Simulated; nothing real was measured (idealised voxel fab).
Process module in this document: voxel transistor to metal
The width of the displayed cross-section, cut, is 155 nm; its cells are square, with a size of 5 nm.
Square cells in a grid make up a cross-section in this document, and the grid is given as bands, listed from the top down, each one or more rows of cells. Read a band's entry like this: the first values are the height of its top and the height of its bottom in nm, and what follows is the sequence of materials from left to right, each with its width in nm. Note that "blank" is empty space, and that a single material marked "edge to edge" reaches across the band from edge to edge. Below 0: as-received wafer, all one material; heights counted from there. Lowest band: no bottom, goes on down, written "0..down". Per-row width for "30->40": begins at first number (top row of band), ends at second number (bottom row), increment between rows held constant. Key: "remains unaltered" - step with no changed cell in the cross-section. The list in "Unvented voids" covers empty spaces of 8 cells or more that cannot reach the top through any open way, and it gives each as width x height at distance; the distance is from the left edge, and width, height and distance are in nm. What comes after the settings on a step's line is commentary from the simulator itself on that step. The line of a step may include "overlay nm". On a step with a mask, this value is how far to the right of its planned place the mask lay. A negative value means the mask lay to the left.
[Process steps (planned)]
1 RECEIVE,material Si
2 CONFORMAL_DEP,material SiO2,thk nm 5
3 CONFORMAL_DEP,material SiN,thk nm 10
4 PATTERN,tone cover,mask id ACTIVE,material resist,width nm 105,thk nm 15,overlay nm 0
5 DIRECTIONAL_ETCH,etch materials SiN,depth nm 10
6 DIRECTIONAL_ETCH,etch materials SiO2,depth nm 5
7 DIRECTIONAL_ETCH,etch materials Si,depth nm 35
8 STRIP,etch materials resist
9 OXIDIZE,depth nm 5
10 FILL_DEP,material SiO2,thk nm 10
11 CMP,height nm 15
12 SELECTIVE_ETCH,etch materials SiO2,depth nm 10
13 STRIP,etch materials SiN
14 SELECTIVE_ETCH,etch materials SiO2,depth nm 5
15 OXIDIZE,depth nm 5
16 DIRECTIONAL_DEP,material polySi,thk nm 20
17 DIRECTIONAL_DEP,material SiCN,thk nm 10
18 MASKED_ETCH,tone cover,mask id GATE,width nm 25,etch materials SiCN,depth nm 20,overlay nm 0
19 MASKED_ETCH,tone cover,mask id GATE,width nm 25,etch materials polySi,depth nm 30,overlay nm 0
20 CONFORMAL_DEP,material SiN,thk nm 10
21 DIRECTIONAL_ETCH,etch materials SiN,depth nm 10
22 DIRECTIONAL_ETCH,etch materials SiO2,depth nm 5
23 EPI,material SiGe,thk nm 5
24 FILL_DEP,material SiO2,thk nm 10
25 CMP,height nm 30
26 DIRECTIONAL_DEP,material SiO2,thk nm 10
27 MASKED_ETCH,tone open,mask id CONTACT,width nm 25,pitch nm 60,etch materials SiO2,depth nm 40,overlay nm 0
28 CONFORMAL_DEP,material TiN,thk nm 5
29 FILL_DEP,material Ru,thk nm 5
30 CMP,height nm 40
31 CONFORMAL_DEP,material SiN,thk nm 5
32 DIRECTIONAL_DEP,material SiO2,thk nm 20
33 PATTERN,tone open,mask id METAL_1,material resist,width nm 15,pitch nm 70,thk nm 20,overlay nm 0
34 DIRECTIONAL_ETCH,etch materials SiO2,depth nm 20
35 DIRECTIONAL_ETCH,etch materials SiN,depth nm 5
36 STRIP,etch materials resist
37 CONFORMAL_DEP,material TiN,thk nm 5
38 FILL_DEP,material Cu,thk nm 5
39 CMP,height nm 65
40 EPI,material Ru,thk nm 5
41 FILL_DEP,material SiCN,thk nm 5
42 DIRECTIONAL_DEP,material lowk,thk nm 35
43 DIRECTIONAL_DEP,material aC,thk nm 15
44 PATTERN,tone open,mask id METAL_2,material resist,width nm 15,pitch nm 70,thk nm 30,overlay nm 0
45 DIRECTIONAL_ETCH,etch materials aC,depth nm 15
46 STRIP,etch materials resist
47 DIRECTIONAL_ETCH,etch materials lowk,depth nm 20
48 STRIP,etch materials aC
49 PATTERN,tone open,mask id METAL_2_HOLES,material resist,width nm 15,pitch nm 70,thk nm 15,overlay nm 0
50 DIRECTIONAL_ETCH,etch materials lowk,depth nm 15
51 DIRECTIONAL_ETCH,etch materials SiCN,depth nm 5
52 STRIP,etch materials resist
53 CONFORMAL_DEP,material TiN,thk nm 5
54 FILL_DEP,material Ru,thk nm 5
55 CMP,height nm 110
56 CONFORMAL_DEP,material SiCN,thk nm 5
The wafers are alike at the start. At step 56, their thk nm differs. The plan lists the first wafer's value.
[The as-received cross-section of the first of several wafers corresponds to the state after step 1]
    0..down  Si edge to edge
    Unvented voids: none
[Once step 56, the last step, is complete, the module is at its end; this is the cross-section of the first of several wafers]
    115..110  SiCN edge to edge
    110..75  35 of lowk, then 5 of TiN, then 5 of Ru, then 5 of TiN, then 55 of lowk, then 5 of TiN, then 5 of Ru, then 5 of TiN, then 35 of lowk
    75..70  35 of SiCN, then 15 of TiN, then 55 of SiCN, then 15 of TiN, then 35 of SiCN
    70..65  30 of SiCN, then 25 of Ru, then 45 of SiCN, then 25 of Ru, then 30 of SiCN
    65..45  35 of SiO2, then 5 of TiN, then 5 of Cu, then 5 of TiN, then 55 of SiO2, then 5 of TiN, then 5 of Cu, then 5 of TiN, then 35 of SiO2
    45..40  35 of SiN, then 15 of TiN, then 55 of SiN, then 15 of TiN, then 35 of SiN
    40..30  35 of SiO2, then 5 of TiN, then 15->10 of Ru, then 5->10 of TiN, then 35 of SiO2, then 5->10 of TiN, then 15->10 of Ru, then 5 of TiN, then 35 of SiO2
    30..20  35 of SiO2, then 5 of TiN, then 10 of Ru, then 5 of TiN, then 10 of SiN, then 25 of SiCN, then 10 of SiN, then 5 of TiN, then 10 of Ru, then 5 of TiN, then 35 of SiO2
    20..5  35 of SiO2, then 5 of TiN, then 10 of Ru, then 5 of TiN, then 10 of SiN, then 25 of polySi, then 10 of SiN, then 5 of TiN, then 10 of Ru, then 5 of TiN, then 35 of SiO2
    5..0  35 of SiO2, then 20 of TiN, then 10 of SiN, then 25 of polySi, then 10 of SiN, then 20 of TiN, then 35 of SiO2
    0..-5  25 of SiO2, then 30 of SiGe, then 45 of SiO2, then 30 of SiGe, then 25 of SiO2
    -5..-40  30 of SiO2, then 95 of Si, then 30 of SiO2
    -40..down  Si edge to edge
    Unvented voids: none
[Last wafer x-sec, end of module]
    130..110  SiCN edge to edge
    110..75  35 of lowk, then 5 of TiN, then 5 of Ru, then 5 of TiN, then 55 of lowk, then 5 of TiN, then 5 of Ru, then 5 of TiN, then 35 of lowk
    75..70  35 of SiCN, then 15 of TiN, then 55 of SiCN, then 15 of TiN, then 35 of SiCN
    70..65  30 of SiCN, then 25 of Ru, then 45 of SiCN, then 25 of Ru, then 30 of SiCN
    65..45  35 of SiO2, then 5 of TiN, then 5 of Cu, then 5 of TiN, then 55 of SiO2, then 5 of TiN, then 5 of Cu, then 5 of TiN, then 35 of SiO2
    45..40  35 of SiN, then 15 of TiN, then 55 of SiN, then 15 of TiN, then 35 of SiN
    40..30  35 of SiO2, then 5 of TiN, then 15->10 of Ru, then 5->10 of TiN, then 35 of SiO2, then 5->10 of TiN, then 15->10 of Ru, then 5 of TiN, then 35 of SiO2
    30..20  35 of SiO2, then 5 of TiN, then 10 of Ru, then 5 of TiN, then 10 of SiN, then 25 of SiCN, then 10 of SiN, then 5 of TiN, then 10 of Ru, then 5 of TiN, then 35 of SiO2
    20..5  35 of SiO2, then 5 of TiN, then 10 of Ru, then 5 of TiN, then 10 of SiN, then 25 of polySi, then 10 of SiN, then 5 of TiN, then 10 of Ru, then 5 of TiN, then 35 of SiO2
    5..0  35 of SiO2, then 20 of TiN, then 10 of SiN, then 25 of polySi, then 10 of SiN, then 20 of TiN, then 35 of SiO2
    0..-5  25 of SiO2, then 30 of SiGe, then 45 of SiO2, then 30 of SiGe, then 25 of SiO2
    -5..-40  30 of SiO2, then 95 of Si, then 30 of SiO2
    -40..down  Si edge to edge
    Unvented voids: none
[Per-wafer rows below. For each material: cells gained (+) or lost (-) since the wafer was received, as of end of module. Then: closed voids]
thk nm 5; +8 Cu; +54 Ru; -115 Si; +87 SiCN; +12 SiGe; +49 SiN; +329 SiO2; +94 TiN; +175 lowk; +20 polySi; Unvented voids: none
thk nm 10; +8 Cu; +54 Ru; -115 Si; +118 SiCN; +12 SiGe; +49 SiN; +329 SiO2; +94 TiN; +175 lowk; +20 polySi; Unvented voids: none
thk nm 15; +8 Cu; +54 Ru; -115 Si; +149 SiCN; +12 SiGe; +49 SiN; +329 SiO2; +94 TiN; +175 lowk; +20 polySi; Unvented voids: none
thk nm 20; +8 Cu; +54 Ru; -115 Si; +180 SiCN; +12 SiGe; +49 SiN; +329 SiO2; +94 TiN; +175 lowk; +20 polySi; Unvented voids: none
